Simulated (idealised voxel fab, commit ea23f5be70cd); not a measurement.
The following process module bears the name voxel trench capacitor.
Shown is cross-section cut, with a width of 265 nm and square cells of size 5 nm.
A cross-section is a grid of square cells, given in bands from the top down. A band is one or more rows of cells.
Band: top and bottom heights (nm) first, top before bottom; then materials from left to right, widths in nm. "edge to edge" marks a sole material filling the band edge to edge. "air" denotes empty space.
Beneath 0, the wafer as received is one material, and that level is where height counting begins. The lowest band goes on downward without a bottom; it is written like "from 0 down".
It should be noted that a width expressed as "30->40" varies in equal increments from row to row of cells within the band, taking the value of the first number at the top row and that of the second number at the bottom row.
Step marked "nothing changed"? Then no cell in the cross-section changed in it.
Voids not open to the top, 8 cells minimum: see "Voids, enclosed". Written width x height at distance; distance is from the left edge; nm.
Where a step's line continues beyond its settings, the continuation is a remark by the simulator itself on that step.
Among the settings permitted on a step's line is "overlay nm"; applied to a step with a mask, it specifies the extent to which the mask lay to the right of its planned position, whereas a negative figure signifies a position to the left.

**The steps planned for the process are as follows**
| 1 | RECEIVE,material Si |
| 2 | CONFORMAL_DEP,material SiN,thk nm 10 |
| 3 | DIRECTIONAL_DEP,material aC,thk nm 15 |
| 4 | PATTERN,tone open,mask id TRENCH,material resist,width nm 20,pitch nm 45,thk nm 35,overlay nm -15 |
| 5 | DIRECTIONAL_ETCH,etch materials aC,depth nm 15 |
| 6 | STRIP,etch materials resist |
| 7 | DIRECTIONAL_ETCH,etch materials SiN,depth nm 10 |
| 8 | DIRECTIONAL_ETCH,etch materials Si,depth nm 40 |
| 9 | STRIP,etch materials aC |
| 10 | CONFORMAL_DEP,material Al2O3,thk nm 5 |
| 11 | FILL_DEP,material polySi,thk nm 5 |
| 12 | CMP,height nm 10 |
Quick note for whoever runs this: the wafers start identical, but the overlay nm at step 4 isn't the same across them. The plan just shows what the first wafer had.

**Received wafers, first of several: cross-section after step 1**
	from 0 down: Si edge to edge
	Voids, enclosed: none

**Once step 12, the last step, is complete, the module is at its end; this is the cross-section of the first of several wafers**
	from 10 to 0: 60 nm SiN / 5 nm Al2O3 / 10 nm polySi / 5 nm Al2O3 / 25 nm SiN / 5 nm Al2O3 / 10 nm polySi / 5 nm Al2O3 / 25 nm SiN / 5 nm Al2O3 / 10 nm polySi / 5 nm Al2O3 / 95 nm SiN
	from 0 to -35: 60 nm Si / 5 nm Al2O3 / 10 nm polySi / 5 nm Al2O3 / 25 nm Si / 5 nm Al2O3 / 10 nm polySi / 5 nm Al2O3 / 25 nm Si / 5 nm Al2O3 / 10 nm polySi / 5 nm Al2O3 / 95 nm Si
	from -35 to -40: 60 nm Si / 20 nm Al2O3 / 25 nm Si / 20 nm Al2O3 / 25 nm Si / 20 nm Al2O3 / 95 nm Si
	from -40 down: Si edge to edge
	Voids, enclosed: none

**Last wafer of the set, cross-sectioned at end of module**
	from 10 to 0: 90 nm SiN / 5 nm Al2O3 / 10 nm polySi / 5 nm Al2O3 / 25 nm SiN / 5 nm Al2O3 / 10 nm polySi / 5 nm Al2O3 / 25 nm SiN / 5 nm Al2O3 / 10 nm polySi / 5 nm Al2O3 / 65 nm SiN
	from 0 to -35: 90 nm Si / 5 nm Al2O3 / 10 nm polySi / 5 nm Al2O3 / 25 nm Si / 5 nm Al2O3 / 10 nm polySi / 5 nm Al2O3 / 25 nm Si / 5 nm Al2O3 / 10 nm polySi / 5 nm Al2O3 / 65 nm Si
	from -35 to -40: 90 nm Si / 20 nm Al2O3 / 25 nm Si / 20 nm Al2O3 / 25 nm Si / 20 nm Al2O3 / 65 nm Si
	from -40 down: Si edge to edge
	Voids, enclosed: none

**Per wafer, end of module: cells gained (+) or lost (-) per material since receipt, then closed voids**
overlay nm -15; +66 Al2O3; -96 Si; +82 SiN; +54 polySi; Voids, enclosed: none
overlay nm -10; +66 Al2O3; -96 Si; +82 SiN; +54 polySi; Voids, enclosed: none
overlay nm -5; +66 Al2O3; -96 Si; +82 SiN; +54 polySi; Voids, enclosed: none
overlay nm 0; +66 Al2O3; -96 Si; +82 SiN; +54 polySi; Voids, enclosed: none
overlay nm 5; +66 Al2O3; -96 Si; +82 SiN; +54 polySi; Voids, enclosed: none
overlay nm 10; +66 Al2O3; -96 Si; +82 SiN; +54 polySi; Voids, enclosed: none
overlay nm 15; +66 Al2O3; -96 Si; +82 SiN; +54 polySi; Voids, enclosed: none
